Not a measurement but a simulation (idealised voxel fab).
The process module presented herein is designated voxel plated lines.
We display cut, a cross-section 155 nm in width whose square cells are each 5 nm.
For the purposes of this document, a cross-section shall be understood as a grid of square cells, specified as bands listed in top-to-bottom order, each band consisting of one or more rows of cells. Quick guide to a band line: top height, bottom height (nm) up front; then every material left to right with its width in nm. Only one material and it's marked "full width"? Then it fills the band edge to edge. And "blank" just means empty space. For the purposes of this specification, 0 denotes the height below which the wafer in its as-received condition is composed wholly of one material, and the lowermost band, lacking a lower limit, extends downward without end, as expressed in "0 down". Per-row width for "30->40": begins at first number (top row of band), ends at second number (bottom row), increment between rows held constant. No cell of the cross-section changed in a step that is given as "remained the same". "Voids, enclosed" specifies each empty space that is not open to the top and that occupies no fewer than 8 cells, using the form width x height at distance, the distance measured from the left edge and all three quantities in nm. Past the settings on a step's line: simulator remark, on that step. overlay nm: right-of-plan distance of the mask on a masked step; negative values mean left-of-plan. Pairs, read this way: before one process step on the one hand, after it on the other, the after cross-section ending at the lowest band that changed; the step between, settings included, beneath. Same starting wafer throughout, but possibly different runs of this module, so no pair continues from the pair above unless its entry headed "Prior state" says so.
Prior state:
> 0 down = Si full width
> Voids, enclosed: none
Resulting Cross-Section:
> 15 to 0 = Al2O3 full width
> Heights below 0 show no change.
> Voids, enclosed: none
Quick note on the step between the two cross-sections above: CONFORMAL_DEP: material Al2O3, thk nm 15
Prior state: The initial state for this step is given by the after cross-section of the immediately preceding pair.
Resulting Cross-Section:
> 20 to 15 = TiN full width
> Heights below 15 show no change.
> Voids, enclosed: none
Quick note on the step between the two cross-sections above: DIRECTIONAL_DEP: material TiN, thk nm 5
Prior state: The initial state for this step is given by the after cross-section of the immediately preceding pair.
Resulting Cross-Section:
> 60 to 20 = resist (55), blank (15), resist (15), blank (15), resist (55)
> Heights below 20 show no change.
> Voids, enclosed: none
Quick note on the step between the two cross-sections above: PATTERN: tone open, mask id LINES, material resist, width nm 15, pitch nm 30, thk nm 40, overlay nm 0
Prior state: The initial state for this step is given by the after cross-section of the immediately preceding pair.
Resulting Cross-Section:
> 60 to 30 = resist (55), blank (15), resist (15), blank (15), resist (55)
> 30 to 20 = resist (55), Ru (15), resist (15), Ru (15), resist (55)
> Heights below 20 show no change.
> Voids, enclosed: none
Quick note on the step between the two cross-sections above: EPI: material Ru, thk nm 10
Prior state: The initial state for this step is given by the after cross-section of the immediately preceding pair.
Resulting Cross-Section:
> 60 to 35 = resist (55), blank (15), resist (15), blank (15), resist (55)
> 35 to 20 = resist (55), Ru (15), resist (15), Ru (15), resist (55)
> Heights below 20 show no change.
> Voids, enclosed: none
Quick note on the step between the two cross-sections above: EPI: material Ru, thk nm 5
Prior state: The initial state for this step is given by the after cross-section of the immediately preceding pair.
Resulting Cross-Section:
> 60 to 40 = resist (55), blank (15), resist (15), blank (15), resist (55)
> 40 to 20 = resist (55), Ru (15), resist (15), Ru (15), resist (55)
> Heights below 20 show no change.
> Voids, enclosed: none
Quick note on the step between the two cross-sections above: EPI: material Ru, thk nm 5
Prior state: The initial state for this step is given by the after cross-section of the immediately preceding pair.
Resulting Cross-Section:
> 40 to 20 = blank (55), Ru (15), blank (15), Ru (15), blank (55)
> Heights below 20 show no change.
> Voids, enclosed: none
Quick note on the step between the two cross-sections above: STRIP: etch materials resist
Prior state: The initial state for this step is given by the after cross-section of the immediately preceding pair.
Resulting Cross-Section:
> 40 to 20 = blank (55), Ru (15), blank (15), Ru (15), blank (55)
> 20 to 15 = blank (55), TiN (15), blank (15), TiN (15), blank (55)
> Heights below 15 show no change.
> Voids, enclosed: none
Quick note on the step between the two cross-sections above: DIRECTIONAL_ETCH: etch materials TiN, depth nm 5
Prior state: The initial state for this step is given by the after cross-section of the immediately preceding pair.
Resulting Cross-Section:
> 50 to 40 = blank (45), SiO2 (65), blank (45)
> 40 to 25 = blank (45), SiO2 (10), Ru (15), SiO2 (15), Ru (15), SiO2 (10), blank (45)
> 25 to 20 = SiO2 (55), Ru (15), SiO2 (15), Ru (15), SiO2 (55)
> 20 to 15 = SiO2 (55), TiN (15), SiO2 (15), TiN (15), SiO2 (55)
> Heights below 15 show no change.
> Voids, enclosed: none
Quick note on the step between the two cross-sections above: CONFORMAL_DEP: material SiO2, thk nm 10
Prior state:
> 20 to 15 = TiN full width
> 15 to 0 = Al2O3 full width
> 0 down = Si full width
> Voids, enclosed: none
Resulting Cross-Section:
> 30 to 20 = Ru full width
> Heights below 20 show no change.
> Voids, enclosed: none
Quick note on the step between the two cross-sections above: EPI: material Ru, thk nm 10
Prior state: The initial state for this step is given by the after cross-section of the immediately preceding pair.
Resulting Cross-Section:
> 35 to 20 = Ru full width
> Heights below 20 show no change.
> Voids, enclosed: none
Quick note on the step between the two cross-sections above: EPI: material Ru, thk nm 5
Prior state: The initial state for this step is given by the after cross-section of the immediately preceding pair.
Resulting Cross-Section:
> 40 to 20 = Ru full width
> Heights below 20 show no change.
> Voids, enclosed: none
Quick note on the step between the two cross-sections above: EPI: material Ru, thk nm 5
Prior state: The initial state for this step is given by the after cross-section of the immediately preceding pair.
Resulting Cross-Section:
> 50 to 40 = SiO2 full width
> Heights below 40 show no change.
> Voids, enclosed: none
Quick note on the step between the two cross-sections above: CONFORMAL_DEP: material SiO2, thk nm 10
Prior state:
> 60 to 30 = resist (55), blank (15), resist (15), blank (15), resist (55)
> 30 to 20 = resist (55), Ru (15), resist (15), Ru (15), resist (55)
> 20 to 15 = TiN full width
> 15 to 0 = Al2O3 full width
> 0 down = Si full width
> Voids, enclosed: none
Resulting Cross-Section:
> 60 to 40 = resist (55), blank (15), resist (15), blank (15), resist (55)
> 40 to 20 = resist (55), Ru (15), resist (15), Ru (15), resist (55)
> Heights below 20 show no change.
> Voids, enclosed: none
Quick note on the step between the two cross-sections above: EPI: material Ru, thk nm 10
Prior state: The initial state for this step is given by the after cross-section of the immediately preceding pair.
Resulting Cross-Section:
> 60 to 45 = resist (55), blank (15), resist (15), blank (15), resist (55)
> 45 to 20 = resist (55), Ru (15), resist (15), Ru (15), resist (55)
> Heights below 20 show no change.
> Voids, enclosed: none
Quick note on the step between the two cross-sections above: EPI: material Ru, thk nm 5
Prior state: The initial state for this step is given by the after cross-section of the immediately preceding pair.
Resulting Cross-Section:
> 60 to 50 = resist (55), blank (15), resist (15), blank (15), resist (55)
> 50 to 20 = resist (55), Ru (15), resist (15), Ru (15), resist (55)
> Heights below 20 show no change.
> Voids, enclosed: none
Quick note on the step between the two cross-sections above: EPI: material Ru, thk nm 5
Prior state: The initial state for this step is given by the after cross-section of the immediately preceding pair.
Resulting Cross-Section:
> 50 to 20 = blank (55), Ru (15), blank (15), Ru (15), blank (55)
> Heights below 20 show no change.
> Voids, enclosed: none
Quick note on the step between the two cross-sections above: STRIP: etch materials resist
Prior state: The initial state for this step is given by the after cross-section of the immediately preceding pair.
Resulting Cross-Section:
> 50 to 20 = blank (55), Ru (15), blank (15), Ru (15), blank (55)
> 20 to 15 = blank (55), TiN (15), blank (15), TiN (15), blank (55)
> Heights below 15 show no change.
> Voids, enclosed: none
Quick note on the step between the two cross-sections above: DIRECTIONAL_ETCH: etch materials TiN, depth nm 5
Prior state: The initial state for this step is given by the after cross-section of the immediately preceding pair.
Resulting Cross-Section:
> 60 to 50 = blank (45), SiO2 (65), blank (45)
> 50 to 25 = blank (45), SiO2 (10), Ru (15), SiO2 (15), Ru (15), SiO2 (10), blank (45)
> 25 to 20 = SiO2 (55), Ru (15), SiO2 (15), Ru (15), SiO2 (55)
> 20 to 15 = SiO2 (55), TiN (15), SiO2 (15), TiN (15), SiO2 (55)
> Heights below 15 show no change.
> Voids, enclosed: none
Quick note on the step between the two cross-sections above: CONFORMAL_DEP: material SiO2, thk nm 10
Prior state:
> 60 to 35 = resist (55), blank (15), resist (15), blank (15), resist (55)
> 35 to 20 = resist (55), Ru (15), resist (15), Ru (15), resist (55)
> 20 to 15 = TiN full width
> 15 to 0 = Al2O3 full width
> 0 down = Si full width
> Voids, enclosed: none
Resulting Cross-Section:
> 35 to 20 = blank (55), Ru (15), blank (15), Ru (15), blank (55)
> Heights below 20 show no change.
> Voids, enclosed: none
Quick note on the step between the two cross-sections above: STRIP: etch materials resist
Prior state: The initial state for this step is given by the after cross-section of the immediately preceding pair.
Resulting Cross-Section:
> 40 to 25 = blank (50), Ru (25), blank (5), Ru (25), blank (50)
> 25 to 20 = Ru full width
> Heights below 20 show no change.
> Voids, enclosed: none
Quick note on the step between the two cross-sections above: EPI: material Ru, thk nm 5
Prior state: The initial state for this step is given by the after cross-section of the immediately preceding pair.
Resulting Cross-Section:
> 50 to 40 = blank (40), SiO2 (75), blank (40)
> 40 to 35 = blank (40), SiO2 (10), Ru (25), SiO2 (5), Ru (25), SiO2 (10), blank (40)
> 35 to 25 = SiO2 (50), Ru (25), SiO2 (5), Ru (25), SiO2 (50)
> Heights below 25 show no change.
> Voids, enclosed: none
Quick note on the step between the two cross-sections above: CONFORMAL_DEP: material SiO2, thk nm 10
Prior state:
> 0 down = Si full width
> Voids, enclosed: none
Resulting Cross-Section:
> 10 to 0 = Al2O3 full width
> Heights below 0 show no change.
> Voids, enclosed: none
Quick note on the step between the two cross-sections above: CONFORMAL_DEP: material Al2O3, thk nm 10
Prior state: The initial state for this step is given by the after cross-section of the immediately preceding pair.
Resulting Cross-Section:
> 15 to 10 = TiN full width
> Heights below 10 show no change.
> Voids, enclosed: none
Quick note on the step between the two cross-sections above: DIRECTIONAL_DEP: material TiN, thk nm 5
Prior state: The initial state for this step is given by the after cross-section of the immediately preceding pair.
Resulting Cross-Section:
> 55 to 15 = resist (55), blank (15), resist (15), blank (15), resist (55)
> Heights below 15 show no change.
> Voids, enclosed: none
Quick note on the step between the two cross-sections above: PATTERN: tone open, mask id LINES, material resist, width nm 15, pitch nm 30, thk nm 40, overlay nm 0
Prior state: The initial state for this step is given by the after cross-section of the immediately preceding pair.
Resulting Cross-Section:
> 55 to 25 = resist (55), blank (15), resist (15), blank (15), resist (55)
> 25 to 15 = resist (55), Ru (15), resist (15), Ru (15), resist (55)
> Heights below 15 show no change.
> Voids, enclosed: none
Quick note on the step between the two cross-sections above: EPI: material Ru, thk nm 10
Prior state: The initial state for this step is given by the after cross-section of the immediately preceding pair.
Resulting Cross-Section:
> 55 to 30 = resist (55), blank (15), resist (15), blank (15), resist (55)
> 30 to 15 = resist (55), Ru (15), resist (15), Ru (15), resist (55)
> Heights below 15 show no change.
> Voids, enclosed: none
Quick note on the step between the two cross-sections above: EPI: material Ru, thk nm 5
Prior state: The initial state for this step is given by the after cross-section of the immediately preceding pair.
Resulting Cross-Section:
> 55 to 35 = resist (55), blank (15), resist (15), blank (15), resist (55)
> 35 to 15 = resist (55), Ru (15), resist (15), Ru (15), resist (55)
> Heights below 15 show no change.
> Voids, enclosed: none
Quick note on the step between the two cross-sections above: EPI: material Ru, thk nm 5
Prior state: The initial state for this step is given by the after cross-section of the immediately preceding pair.
Resulting Cross-Section:
> 35 to 15 = blank (55), Ru (15), blank (15), Ru (15), blank (55)
> Heights below 15 show no change.
> Voids, enclosed: none
Quick note on the step between the two cross-sections above: STRIP: etch materials resist
Prior state: The initial state for this step is given by the after cross-section of the immediately preceding pair.
Resulting Cross-Section:
> 35 to 15 = blank (55), Ru (15), blank (15), Ru (15), blank (55)
> 15 to 10 = blank (55), TiN (15), blank (15), TiN (15), blank (55)
> Heights below 10 show no change.
> Voids, enclosed: none
Quick note on the step between the two cross-sections above: DIRECTIONAL_ETCH: etch materials TiN, depth nm 5
Prior state: The initial state for this step is given by the after cross-section of the immediately preceding pair.
Resulting Cross-Section:
> 45 to 35 = blank (45), SiO2 (65), blank (45)
> 35 to 20 = blank (45), SiO2 (10), Ru (15), SiO2 (15), Ru (15), SiO2 (10), blank (45)
> 20 to 15 = SiO2 (55), Ru (15), SiO2 (15), Ru (15), SiO2 (55)
> 15 to 10 = SiO2 (55), TiN (15), SiO2 (15), TiN (15), SiO2 (55)
> Heights below 10 show no change.
> Voids, enclosed: none
Quick note on the step between the two cross-sections above: CONFORMAL_DEP: material SiO2, thk nm 10
Prior state:
> 20 to 15 = TiN full width
> 15 to 0 = Al2O3 full width
> 0 down = Si full width
> Voids, enclosed: none
Resulting Cross-Section:
> 60 to 20 = resist (65), blank (15), resist (15), blank (15), resist (45)
> Heights below 20 show no change.
> Voids, enclosed: none
Quick note on the step between the two cross-sections above: PATTERN: tone open, mask id LINES, material resist, width nm 15, pitch nm 30, thk nm 40, overlay nm 10
Prior state: The initial state for this step is given by the after cross-section of the immediately preceding pair.
Resulting Cross-Section:
> 60 to 30 = resist (65), blank (15), resist (15), blank (15), resist (45)
> 30 to 20 = resist (65), Ru (15), resist (15), Ru (15), resist (45)
> Heights below 20 show no change.
> Voids, enclosed: none
Quick note on the step between the two cross-sections above: EPI: material Ru, thk nm 10
Prior state: The initial state for this step is given by the after cross-section of the immediately preceding pair.
Resulting Cross-Section:
> 60 to 35 = resist (65), blank (15), resist (15), blank (15), resist (45)
> 35 to 20 = resist (65), Ru (15), resist (15), Ru (15), resist (45)
> Heights below 20 show no change.
> Voids, enclosed: none
Quick note on the step between the two cross-sections above: EPI: material Ru, thk nm 5
Prior state: The initial state for this step is given by the after cross-section of the immediately preceding pair.
Resulting Cross-Section:
> 60 to 40 = resist (65), blank (15), resist (15), blank (15), resist (45)
> 40 to 20 = resist (65), Ru (15), resist (15), Ru (15), resist (45)
> Heights below 20 show no change.
> Voids, enclosed: none
Quick note on the step between the two cross-sections above: EPI: material Ru, thk nm 5
Prior state: The initial state for this step is given by the after cross-section of the immediately preceding pair.
Resulting Cross-Section:
> 40 to 20 = blank (65), Ru (15), blank (15), Ru (15), blank (45)
> Heights below 20 show no change.
> Voids, enclosed: none
Quick note on the step between the two cross-sections above: STRIP: etch materials resist
Prior state: The initial state for this step is given by the after cross-section of the immediately preceding pair.
Resulting Cross-Section:
> 40 to 20 = blank (65), Ru (15), blank (15), Ru (15), blank (45)
> 20 to 15 = blank (65), TiN (15), blank (15), TiN (15), blank (45)
> Heights below 15 show no change.
> Voids, enclosed: none
Quick note on the step between the two cross-sections above: DIRECTIONAL_ETCH: etch materials TiN, depth nm 5
Prior state: The initial state for this step is given by the after cross-section of the immediately preceding pair.
Resulting Cross-Section:
> 50 to 40 = blank (55), SiO2 (65), blank (35)
> 40 to 25 = blank (55), SiO2 (10), Ru (15), SiO2 (15), Ru (15), SiO2 (10), blank (35)
> 25 to 20 = SiO2 (65), Ru (15), SiO2 (15), Ru (15), SiO2 (45)
> 20 to 15 = SiO2 (65), TiN (15), SiO2 (15), TiN (15), SiO2 (45)
> Heights below 15 show no change.
> Voids, enclosed: none
Quick note on the step between the two cross-sections above: CONFORMAL_DEP: material SiO2, thk nm 10
Prior state:
> 15 to 0 = Al2O3 full width
> 0 down = Si full width
> Voids, enclosed: none
Resulting Cross-Section:
> 20 to 15 = SiO2 full width
> Heights below 15 show no change.
> Voids, enclosed: none
Quick note on the step between the two cross-sections above: DIRECTIONAL_DEP: material SiO2, thk nm 5
Prior state: The initial state for this step is given by the after cross-section of the immediately preceding pair.
Resulting Cross-Section:
> 60 to 20 = resist (55), blank (15), resist (15), blank (15), resist (55)
> Heights below 20 show no change.
> Voids, enclosed: none
Quick note on the step between the two cross-sections above: PATTERN: tone open, mask id LINES, material resist, width nm 15, pitch nm 30, thk nm 40, overlay nm 0
Prior state: The initial state for this step is given by the after cross-section of the immediately preceding pair.
Resulting Cross-Section:
> 20 to 15 = SiO2 full width
> Heights below 15 show no change.
> Voids, enclosed: none
Quick note on the step between the two cross-sections above: STRIP: etch materials resist
Prior state: The initial state for this step is given by the after cross-section of the immediately preceding pair.
Resulting Cross-Section:
> 30 to 15 = SiO2 full width
> Heights below 15 show no change.
> Voids, enclosed: none
Quick note on the step between the two cross-sections above: CONFORMAL_DEP: material SiO2, thk nm 10
Prior state:
> 20 to 15 = TiN full width
> 15 to 0 = Al2O3 full width
> 0 down = Si full width
> Voids, enclosed: none
Resulting Cross-Section:
> 60 to 20 = blank (55), resist (15), blank (15), resist (15), blank (55)
> Heights below 20 show no change.
> Voids, enclosed: none
Quick note on the step between the two cross-sections above: PATTERN: tone cover, mask id LINES, material resist, width nm 15, pitch nm 30, thk nm 40, overlay nm 0
Prior state: The initial state for this step is given by the after cross-section of the immediately preceding pair.
Resulting Cross-Section:
> 60 to 30 = blank (55), resist (15), blank (15), resist (15), blank (55)
> 30 to 20 = Ru (55), resist (15), Ru (15), resist (15), Ru (55)
> Heights below 20 show no change.
> Voids, enclosed: none
Quick note on the step between the two cross-sections above: EPI: material Ru, thk nm 10
Prior state: The initial state for this step is given by the after cross-section of the immediately preceding pair.
Resulting Cross-Section:
> 60 to 35 = blank (55), resist (15), blank (15), resist (15), blank (55)
> 35 to 20 = Ru (55), resist (15), Ru (15), resist (15), Ru (55)
> Heights below 20 show no change.
> Voids, enclosed: none
Quick note on the step between the two cross-sections above: EPI: material Ru, thk nm 5
Prior state: The initial state for this step is given by the after cross-section of the immediately preceding pair.
Resulting Cross-Section:
> 60 to 40 = blank (55), resist (15), blank (15), resist (15), blank (55)
> 40 to 20 = Ru (55), resist (15), Ru (15), resist (15), Ru (55)
> Heights below 20 show no change.
> Voids, enclosed: none
Quick note on the step between the two cross-sections above: EPI: material Ru, thk nm 5
Prior state: The initial state for this step is given by the after cross-section of the immediately preceding pair.
Resulting Cross-Section:
> 40 to 20 = Ru (55), blank (15), Ru (15), blank (15), Ru (55)
> Heights below 20 show no change.
> Voids, enclosed: none
Quick note on the step between the two cross-sections above: STRIP: etch materials resist
Prior state: The initial state for this step is given by the after cross-section of the immediately preceding pair.
Resulting Cross-Section:
> 40 to 20 = Ru (55), blank (15), Ru (15), blank (15), Ru (55)
> 20 to 15 = TiN (55), blank (15), TiN (15), blank (15), TiN (55)
> Heights below 15 show no change.
> Voids, enclosed: none
Quick note on the step between the two cross-sections above: DIRECTIONAL_ETCH: etch materials TiN, depth nm 5
Prior state: The initial state for this step is given by the after cross-section of the immediately preceding pair.
Resulting Cross-Section:
> 50 to 40 = SiO2 full width
> 40 to 20 = Ru (55), SiO2 (15), Ru (15), SiO2 (15), Ru (55)
> 20 to 15 = TiN (55), SiO2 (15), TiN (15), SiO2 (15), TiN (55)
> Heights below 15 show no change.
> Voids, enclosed: none
Quick note on the step between the two cross-sections above: CONFORMAL_DEP: material SiO2, thk nm 10
